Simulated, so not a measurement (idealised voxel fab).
process module | voxel gate over fins
cross-section cut | 145 nm wide | cells 5 nm
A cross-section is a grid of square cells, given in bands from the top down. A band is one or more rows of cells.
Each band's line starts with the height of the band's top and of its bottom, in nm. Then come its materials from left to right, each with its width in nm. One material with "throughout" fills the band from edge to edge. "air" is empty space.
Height 0 is the level under which the wafer as received is all one material. The lowest band goes on downwards, as in "0 down".
A width such as "30 to 40" changes by the same amount from each row of cells to the next, from the band's top row to its bottom row.
"no change" after a step means that no cell of the cross-section changed.
closed voids: empty space of 8 cells or more with no open way to the top, each as width x height at its distance from the left edge, in nm
after a step's settings: what the simulator itself notes on the step
overlay nm, on a step with a mask: how far to the right of its planned place the mask lay; to the left if negative
plan
1 op RECEIVE | material Si
2 op CONFORMAL_DEP | material SiN | thk nm 5
3 op PATTERN | tone cover | mask id FINS | material resist | width nm 15 | pitch nm 50 | thk nm 15 | overlay nm 0
4 op DIRECTIONAL_ETCH | etch materials SiN | depth nm 5
5 op DIRECTIONAL_ETCH | etch materials Si | depth nm 40
6 op STRIP | etch materials resist
7 op FILL_DEP | material SiO2 | thk nm 15
8 op CMP | height nm 5
9 op PATTERN | tone open | mask id RAIL | material resist | width nm 15 | thk nm 15 | overlay nm 0
10 op DIRECTIONAL_ETCH | etch materials SiO2 | depth nm 40
11 op STRIP | etch materials resist
12 op CONFORMAL_DEP | material TiN | thk nm 5
13 op FILL_DEP | material Ru | thk nm 5
14 op CMP | height nm 5
15 op SELECTIVE_ETCH | etch materials W Ru TiN | depth nm 20
16 op FILL_DEP | material SiO2 | thk nm 5
17 op CMP | height nm 5
18 op SELECTIVE_ETCH | etch materials SiO2 | depth nm 15
19 op STRIP | etch materials SiN
20 op CONFORMAL_DEP | material HfO2 | thk nm 5
21 op CONFORMAL_DEP | material TiN | thk nm 5
22 op CONFORMAL_DEP | material TiAl | thk nm 5
23 op CONFORMAL_DEP | material TiN | thk nm 5
24 op FILL_DEP | material W | thk nm 15
25 op CMP | height nm 30
26 op CONFORMAL_DEP | material SiN | thk nm 10
as received, after step 1
  0 down: Si throughout
  closed voids: none
first wafer at the end, as planned
  40 to 30: SiN throughout
  30 to 20: W throughout
  20 to 15: TiN throughout
  15 to 10: TiAl 45 | TiN 5 | TiAl 45 | TiN 5 | TiAl 45
  10 to 5: TiAl 5 | TiN 35 | TiAl 5 | TiN 5 | TiAl 5 | TiN 35 | TiAl 5 | TiN 5 | TiAl 5 | TiN 35 | TiAl 5
  5 to 0: TiAl 5 | TiN 5 | HfO2 25 | TiN 5 | TiAl 15 | TiN 5 | HfO2 25 | TiN 5 | TiAl 15 | TiN 5 | HfO2 25 | TiN 5 | TiAl 5
  0 to -5: TiN 10 | HfO2 5 | Si 15 | HfO2 5 | TiN 25 | HfO2 5 | Si 15 | HfO2 5 | TiN 25 | HfO2 5 | Si 15 | HfO2 5 | TiN 10
  -5 to -10: HfO2 15 | Si 15 | HfO2 35 | Si 15 | HfO2 35 | Si 15 | HfO2 15
  -10 to -15: SiO2 15 | Si 15 | SiO2 35 | Si 15 | SiO2 35 | Si 15 | SiO2 15
  -15 to -30: SiO2 15 | Si 15 | SiO2 10 | TiN 5 | Ru 5 | TiN 5 | SiO2 10 | Si 15 | SiO2 35 | Si 15 | SiO2 15
  -30 to -35: SiO2 15 | Si 15 | SiO2 10 | TiN 15 | SiO2 10 | Si 15 | SiO2 35 | Si 15 | SiO2 15
  -35 to -40: SiO2 15 | Si 15 | SiO2 35 | Si 15 | SiO2 35 | Si 15 | SiO2 15
  -40 down: Si throughout
  closed voids: none
second wafer at the end: like start, like plan, one mistake
  40 to 30: SiN throughout
  30 to 20: W throughout
  20 to 15: TiN throughout
  15 to 10: TiAl 45 | TiN 5 | TiAl 45 | TiN 5 | TiAl 45
  10 to 5: TiAl 5 | TiN 35 | TiAl 5 | TiN 5 | TiAl 5 | TiN 35 | TiAl 5 | TiN 5 | TiAl 5 | TiN 35 | TiAl 5
  5 to 0: TiAl 5 | TiN 5 | HfO2 25 | TiN 5 | TiAl 15 | TiN 5 | HfO2 25 | TiN 5 | TiAl 15 | TiN 5 | HfO2 25 | TiN 5 | TiAl 5
  0 to -5: TiAl 5 | TiN 5 | HfO2 5 | Si 15 | HfO2 5 | TiN 25 | HfO2 5 | Si 15 | HfO2 5 | TiN 25 | HfO2 5 | Si 15 | HfO2 5 | TiN 5 | TiAl 5
  -5 to -10: TiN 10 | HfO2 5 | Si 15 | HfO2 5 | TiN 5 | HfO2 15 | TiN 5 | HfO2 5 | Si 15 | HfO2 5 | TiN 5 | HfO2 15 | TiN 5 | HfO2 5 | Si 15 | HfO2 5 | TiN 10
  -10 to -15: HfO2 15 | Si 15 | HfO2 15 | SiO2 5 | HfO2 15 | Si 15 | HfO2 15 | SiO2 5 | HfO2 15 | Si 15 | HfO2 15
  -15 to -30: SiO2 15 | Si 15 | SiO2 10 | TiN 5 | Ru 5 | TiN 5 | SiO2 10 | Si 15 | SiO2 35 | Si 15 | SiO2 15
  -30 to -35: SiO2 15 | Si 15 | SiO2 10 | TiN 15 | SiO2 10 | Si 15 | SiO2 35 | Si 15 | SiO2 15
  -35 to -40: SiO2 15 | Si 15 | SiO2 35 | Si 15 | SiO2 35 | Si 15 | SiO2 15
  -40 down: Si throughout
  closed voids: none
what went wrong: steps 18 and 19 were swapped
at the end the second wafer has, in cells: 10 more of HfO2 | 18 fewer of SiO2 | 2 more of TiAl | 6 more of TiN
